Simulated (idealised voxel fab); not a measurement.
The document below concerns the process module designated voxel gate over fins.
Shown is cross-section cut, with a width of 165 nm and square cells of size 5 nm.
Heads up, the way a cross-section reads in here is a grid of square cells, handed over as bands from the top down, with every band being one or more rows of cells. What a band's entry tells you: where the top is and where the bottom is, as heights in nm, and after that what lies inside, material by material from left to right, each with its width in nm. Empty space is written as the word "empty", and a single material marked with the word "all across" occupies the band from edge to edge. Where do heights start? At 0: under that level the wafer as delivered is made of one material only. And the lowest band has no floor; it just carries on downward, as in "0 and below". The notation "30..40" denotes a width that varies across the rows of cells in the band, beginning at the first number in the top row, finishing at the second number in the bottom row, and changing by an identical amount from each row to the next. "no alterations made" after a step means that no cell of the cross-section changed. "Completely enclosed voids": sealed empty spaces, 8 cells or more, no open way to top, listed width x height at distance, with distance from the left edge and width, height and distance in nm. Past the settings on a step's line: simulator remark, on that step. Steps that use a mask can have "overlay nm" on their line. It says how far the mask sat to the right of where it was meant to be. Negative means to the left.

List of planned process steps
1: RECEIVE [material Si]
2: CONFORMAL_DEP [material SiN] [thk nm 5]
3: MASKED_ETCH [tone cover] [mask id FINS] [width nm 15] [pitch nm 45] [etch materials SiN] [depth nm 5] [overlay nm 0]
4: MASKED_ETCH [tone cover] [mask id FINS] [width nm 15] [pitch nm 45] [etch materials Si] [depth nm 30] [overlay nm 0]
5: OXIDIZE [depth nm 5]
6: FILL_DEP [material SiO2] [thk nm 10]
7: CMP [height nm 5]
8: SELECTIVE_ETCH [etch materials SiO2] [depth nm 20]
9: STRIP [etch materials SiN]
10: CONFORMAL_DEP [material HfO2] [thk nm 5]
11: CONFORMAL_DEP [material TiN] [thk nm 5]
12: FILL_DEP [material W] [thk nm 15]
13: CMP [height nm 20]
14: CONFORMAL_DEP [material SiN] [thk nm 10]

Step 1 complete: cross-section of the wafer as received
0 and below: Si all across
Completely enclosed voids: none

First wafer of two, sectioned at end of module; run went per plan
30 down to 20: SiN all across
20 down to 10: W all across
10 down to 5: W=25 / TiN=25 / W=20 / TiN=25 / W=20 / TiN=25 / W=25
5 down to 0: W=25 / TiN=5 / HfO2=15 / TiN=5 / W=20 / TiN=5 / HfO2=15 / TiN=5 / W=20 / TiN=5 / HfO2=15 / TiN=5 / W=25
0 down to -5: W=25 / TiN=5 / HfO2=5 / Si=5 / HfO2=5 / TiN=5 / W=20 / TiN=5 / HfO2=5 / Si=5 / HfO2=5 / TiN=5 / W=20 / TiN=5 / HfO2=5 / Si=5 / HfO2=5 / TiN=5 / W=25
-5 down to -10: TiN=30 / HfO2=5 / Si=5 / HfO2=5 / TiN=30 / HfO2=5 / Si=5 / HfO2=5 / TiN=30 / HfO2=5 / Si=5 / HfO2=5 / TiN=30
-10 down to -15: HfO2=35 / Si=5 / HfO2=40 / Si=5 / HfO2=40 / Si=5 / HfO2=35
-15 down to -35: SiO2=35 / Si=5 / SiO2=40 / Si=5 / SiO2=40 / Si=5 / SiO2=35
-35 and below: Si all across
Completely enclosed voids: none

Second of two wafers, module complete, sectioned: it shares the first wafer's start and plan but was run with one mistake
30 down to 20: SiN all across
20 down to 10: W all across
10 down to 5: W=25 / TiN=25 / W=20 / TiN=25 / W=20 / TiN=25 / W=25
5 down to 0: W=25 / TiN=5 / HfO2=15 / TiN=5 / W=20 / TiN=5 / HfO2=15 / TiN=5 / W=20 / TiN=5 / HfO2=15 / TiN=5 / W=25
0 down to -25: W=25 / TiN=5 / HfO2=5 / Si=5 / HfO2=5 / TiN=5 / W=20 / TiN=5 / HfO2=5 / Si=5 / HfO2=5 / TiN=5 / W=20 / TiN=5 / HfO2=5 / Si=5 / HfO2=5 / TiN=5 / W=25
-25 down to -30: TiN=30 / HfO2=5 / Si=5 / HfO2=5 / TiN=30 / HfO2=5 / Si=5 / HfO2=5 / TiN=30 / HfO2=5 / Si=5 / HfO2=5 / TiN=30
-30 down to -35: HfO2=35 / Si=5 / HfO2=40 / Si=5 / HfO2=40 / Si=5 / HfO2=35
-35 and below: Si all across
Completely enclosed voids: none
What went wrong in running the wafer? step 8 of the plan was twice carried out
End check, counted in cells, second wafer has more or fewer of these materials than the first: HfO2: 24 more, SiO2: 120 fewer, TiN: 24 more, W: 72 more
